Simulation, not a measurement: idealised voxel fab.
Process module name: voxel fin reveal
FYI the section here is cut, 175 nm wide, cells are 5 nm squares.
Reading order for cross-sections: top band down to bottom band. Underlying form: a grid of square cells. Band size: one or more rows of cells. In this notation a band is specified by the heights of its top and bottom, in that order and in nm, after which its materials appear from left to right, each paired with its width in nm. The word "edge to edge" attached to a single material means that material fills the band from edge to edge; the word "air" stands for empty space. Height is counted from the level 0, under which the received wafer is composed throughout of one material. The lowest of the bands is not closed at the bottom but continues downward, in the notation "top 0, no bottom". Note: "30->40" means the width goes from the first number (top row of the band) to the second number (bottom row) in equal steps per row of cells. Where a step carries "changes: none", the cross-section came out of it unchanged, cell for cell. Empty spaces without an open route to the top, at least 8 cells in extent, make up the entry "Closed void listing"; each is given as width x height at distance, where the distance is measured from the left edge, and all are in nm. If you see something after the settings on a step's line, that's the simulator's own remark about that step. overlay nm, on a step with a mask: how far to the right of its planned place the mask lay; to the left if negative.
# Set out below are the planned steps of the process
1. RECEIVE,material Si
2. CONFORMAL_DEP,material SiN,thk nm 10
3. MASKED_ETCH,tone cover,mask id FINS,width nm 15,pitch nm 35,etch materials SiN,depth nm 10,overlay nm 0
4. MASKED_ETCH,tone cover,mask id FINS,width nm 15,pitch nm 35,etch materials Si,depth nm 35,overlay nm 0
5. OXIDIZE,depth nm 5
6. FILL_DEP,material SiO2,thk nm 15
7. CMP,height nm 10
8. SELECTIVE_ETCH,etch materials SiO2,depth nm 30
9. STRIP,etch materials SiN
# Of two wafers, the first: run according to plan
# Wafer at receipt (post step 1), cross-section
	top 0, no bottom | Si edge to edge
	Closed void listing: none
# The following cross-section depicts the wafer upon completion of step 2
	top 10, bottom 0 | SiN edge to edge
	Under the height 0 nothing was changed.
# The following cross-section depicts the wafer upon completion of step 3
	top 10, bottom 0 | air 60  SiN 15  air 20  SiN 15  air 65
	Under the height 0 nothing was changed.
# The following cross-section depicts the wafer upon completion of step 4
	top 10, bottom 0 | air 60  SiN 15  air 20  SiN 15  air 65
	top 0, bottom -35 | air 60  Si 15  air 20  Si 15  air 65
	Under the height -35 nothing was changed.
# The following cross-section depicts the wafer upon completion of step 5
	top 10, bottom 0 | air 60  SiN 15  air 20  SiN 15  air 65
	top 0, bottom -35 | air 60  SiO2 5  Si 5  SiO2 5  air 20  SiO2 5  Si 5  SiO2 5  air 65
	top -35, bottom -40 | SiO2 65  Si 5  SiO2 30  Si 5  SiO2 70
	Under the height -40 nothing was changed.
# The following cross-section depicts the wafer upon completion of step 6
	top 25, bottom 10 | SiO2 edge to edge
	top 10, bottom 0 | SiO2 60  SiN 15  SiO2 20  SiN 15  SiO2 65
	top 0, bottom -40 | SiO2 65  Si 5  SiO2 30  Si 5  SiO2 70
	Under the height -40 nothing was changed.
# The following cross-section depicts the wafer upon completion of step 7
	top 10, bottom 0 | SiO2 60  SiN 15  SiO2 20  SiN 15  SiO2 65
	Under the height 0 nothing was changed.
# The following cross-section depicts the wafer upon completion of step 8
	top 10, bottom 0 | air 60  SiN 15  air 20  SiN 15  air 65
	top 0, bottom -20 | air 65  Si 5  air 30  Si 5  air 70
	Under the height -20 nothing was changed.
# The following cross-section depicts the wafer upon completion of step 9
	top 0, bottom -20 | air 65  Si 5  air 30  Si 5  air 70
	Under the height -20 nothing was changed.
# Wafer two. Identical start, identical plan. One mistake in execution. Identical history through step 1
Second wafer, section view, time point: scheduled end of step 2: changes: none
Second wafer, section view, time point: scheduled end of step 3: changes: none
# Second wafer, section view, time point: scheduled end of step 4
	top 0, bottom -35 | air 60  Si 15  air 20  Si 15  air 65
	Under the height -35 nothing was changed.
# Second wafer, section view, time point: scheduled end of step 5
	top 0, bottom -5 | air 60  SiO2 15  air 20  SiO2 15  air 65
	top -5, bottom -35 | air 60  SiO2 5  Si 5  SiO2 5  air 20  SiO2 5  Si 5  SiO2 5  air 65
	top -35, bottom -40 | SiO2 65  Si 5  SiO2 30  Si 5  SiO2 70
	Under the height -40 nothing was changed.
# Second wafer, section view, time point: scheduled end of step 6
	top 15, bottom -5 | SiO2 edge to edge
	top -5, bottom -40 | SiO2 65  Si 5  SiO2 30  Si 5  SiO2 70
	Under the height -40 nothing was changed.
# Second wafer, section view, time point: scheduled end of step 7
	top 10, bottom -5 | SiO2 edge to edge
	Under the height -5 nothing was changed.
# Second wafer, section view, time point: scheduled end of step 8
	top -5, bottom -20 | air 65  Si 5  air 30  Si 5  air 70
	Under the height -20 nothing was changed.
Second wafer, section view, time point: scheduled end of step 9: changes: none
Deviation from plan: step 2 of the plan: omitted, not performed
Final difference in cells, second wafer against first, listed per material as more or fewer: Si -2
